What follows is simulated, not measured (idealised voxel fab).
process module | voxel lift off
175 nm wide, 5 nm square cells: that's cross-section cut.
Notation: cross-section as square-cell grid; stated in bands, top first, going down; one or more cell rows per band. Basically the band line says how high the top is and how high the bottom is, in nm, and then what's in it from left to right, every material with its width in nm. Empty space shows up as "air", and if a single material carries "everywhere" it runs the full band edge to edge. It should be noted that heights are counted from 0, beneath which the wafer as supplied is of one material throughout, and that the lowest band possesses no lower boundary but continues downward, as written in "0 nm and below". The expression "30..40" gives the width at the extremes of the band, the first number at its top row of cells and the second at its bottom row, with the width changing by equal amounts from each row to the next in between. Reading "no modification" for a step: not a cell of the cross-section changed in it. "Closed void register": sealed empty spaces, 8 cells or more, no open way to top, listed width x height at distance, with distance from the left edge and width, height and distance in nm. Anything after a step's settings on that line? It's the simulator's own note about the step. If you see "overlay nm" on a step's line and that step has a mask, it's telling you how far right of where it was planned the mask ended up; a negative number means it went left instead.

# Listed below are the process steps as planned
1. RECEIVE [material Si]
2. CONFORMAL_DEP [material SiN] [thk nm 10]
3. PATTERN [tone open] [mask id LINES] [material resist] [width nm 15] [pitch nm 45] [thk nm 20] [overlay nm 0]
4. DIRECTIONAL_DEP [material Ru] [thk nm 10]
5. STRIP [etch materials resist]
6. CONFORMAL_DEP [material SiN] [thk nm 5]
For this document, wafers share an identical start and vary in the step 3 width nm; the plan quotes the first wafer's value.

# As-received cross-section, first of several wafers, post step 1
  0 nm and below = Si everywhere
  Closed void register: none

# Quick look at the cross-section of the first of several wafers after step 6, which wraps up the module
  25 nm to 20 nm = 30 of air  25 of SiN  20 of air  25 of SiN  20 of air  25 of SiN  30 of air
  20 nm to 15 nm = 30 of air  5 of SiN  15 of Ru  5 of SiN  20 of air  5 of SiN  15 of Ru  5 of SiN  20 of air  5 of SiN  15 of Ru  5 of SiN  30 of air
  15 nm to 10 nm = 35 of SiN  15 of Ru  30 of SiN  15 of Ru  30 of SiN  15 of Ru  35 of SiN
  10 nm to 0 nm = SiN everywhere
  0 nm and below = Si everywhere
  Closed void register: none

# The last wafer as seen in cross-section at the end of the module
  25 nm to 20 nm = 25 of air  40 of SiN  5 of air  40 of SiN  5 of air  40 of SiN  20 of air
  20 nm to 15 nm = 25 of air  5 of SiN  30 of Ru  5 of SiN  5 of air  5 of SiN  30 of Ru  5 of SiN  5 of air  5 of SiN  30 of Ru  5 of SiN  20 of air
  15 nm to 10 nm = 30 of SiN  30 of Ru  15 of SiN  30 of Ru  15 of SiN  30 of Ru  25 of SiN
  10 nm to 0 nm = SiN everywhere
  0 nm and below = Si everywhere
  Closed void register: none

# Below is a per-wafer table. In it, each row describes the wafer at the end of the module by giving, for each material, the number of cells gained (+) or lost (-) since the wafer was received, and after that the closed voids of the wafer
width nm 15 | +18 Ru | +117 SiN | Closed void register: none
width nm 20 | +24 Ru | +117 SiN | Closed void register: none
width nm 25 | +30 Ru | +117 SiN | Closed void register: none
width nm 30 | +36 Ru | +117 SiN | Closed void register: none
